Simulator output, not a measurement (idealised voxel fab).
Process module under the name voxel self aligned vias
Each square cell in cross-section cut measures 5 nm, and the section as a whole is 240 nm wide.
The cross-sections in this document take the form of a grid made of square cells. They are written out as bands, in order from top to bottom. Each band consists of one or more rows of cells.
Band: top and bottom heights (nm) first, top before bottom; then materials from left to right, widths in nm. "everywhere" marks a sole material filling the band edge to edge. "empty" denotes empty space.
Height datum 0, below which the as-received substrate wafer is one material. Lowest band open at the bottom, running downward: "0..down".
So if you see something like "30 to 40" for the width, read it as the top row of the band sitting at the first number and the bottom row at the second, with every row in between moving by the same amount as the last.
When a step is marked "no alterations made", none of the cells in the cross-section changed during that step.
This entry, "Voids lacking openings", enumerates those empty regions of no fewer than 8 cells that possess no open connection to the top. Each region is reported in the form width x height at distance, the distance being taken from the left edge, with all three quantities expressed in nm.
If you see something after the settings on a step's line, that's the simulator's own remark about that step.
You can add "overlay nm" to a step's line. For a step with a mask, it describes how far the mask lay to the right of its planned position, and a negative number describes a lay to the left.
The planned process steps are enumerated hereunder
1) RECEIVE with material Si
2) CONFORMAL_DEP with material SiO2, thk nm 15
3) CONFORMAL_DEP with material SiCN, thk nm 5
4) DIRECTIONAL_DEP with material lowk, thk nm 25
5) MASKED_ETCH with tone open, mask id LINES, width nm 30, pitch nm 65, etch materials lowk, depth nm 25, overlay nm 0
6) CONFORMAL_DEP with material TiN, thk nm 5
7) FILL_DEP with material W, thk nm 10
8) CMP with height nm 45
9) SELECTIVE_ETCH with etch materials W Ru TiN, depth nm 10
10) FILL_DEP with material SiN, thk nm 5
11) CMP with height nm 45
12) DIRECTIONAL_DEP with material lowk, thk nm 20
13) PATTERN with tone open, mask id VIAS, material resist, width nm 40, pitch nm 65, thk nm 15, overlay nm 0
14) DIRECTIONAL_ETCH with etch materials lowk, depth nm 20
15) DIRECTIONAL_ETCH with etch materials SiN, depth nm 10
16) STRIP with etch materials resist
17) CONFORMAL_DEP with material TiN, thk nm 5
18) FILL_DEP with material Cu, thk nm 5
19) CMP with height nm 65
20) CONFORMAL_DEP with material SiCN, thk nm 5
as received, after step 1
- 0..down  Si everywhere
- Voids lacking openings: none
Wafer at module end, in section. Began as above, planned as above, run with one mistake
- 70..65  SiCN everywhere
- 65..50  35 of lowk; 5 of TiN; 30 of Cu; 5 of TiN; 25 of lowk; 5 of TiN; 30 of Cu; 5 of TiN; 25 of lowk; 5 of TiN; 30 of Cu; 5 of TiN; 35 of lowk
- 50..40  35 to 40 of lowk; 10 to 5 of TiN; 20 of Cu; 10 to 5 of TiN; 25 to 35 of lowk; 10 to 5 of TiN; 20 of Cu; 10 to 5 of TiN; 25 to 35 of lowk; 10 to 5 of TiN; 20 of Cu; 10 to 5 of TiN; 35 to 40 of lowk
- 40..35  40 of lowk; 30 of TiN; 35 of lowk; 30 of TiN; 35 of lowk; 30 of TiN; 40 of lowk
- 35..25  40 of lowk; 5 of TiN; 20 of W; 5 of TiN; 35 of lowk; 5 of TiN; 20 of W; 5 of TiN; 35 of lowk; 5 of TiN; 20 of W; 5 of TiN; 40 of lowk
- 25..20  40 of lowk; 30 of TiN; 35 of lowk; 30 of TiN; 35 of lowk; 30 of TiN; 40 of lowk
- 20..5  SiO2 everywhere
- 5..0  SiCN everywhere
- 0..down  Si everywhere
- Voids lacking openings: none
Which mistake was made when the wafer was run? steps 2 and 3 of the plan were each performed in the slot designated for the other
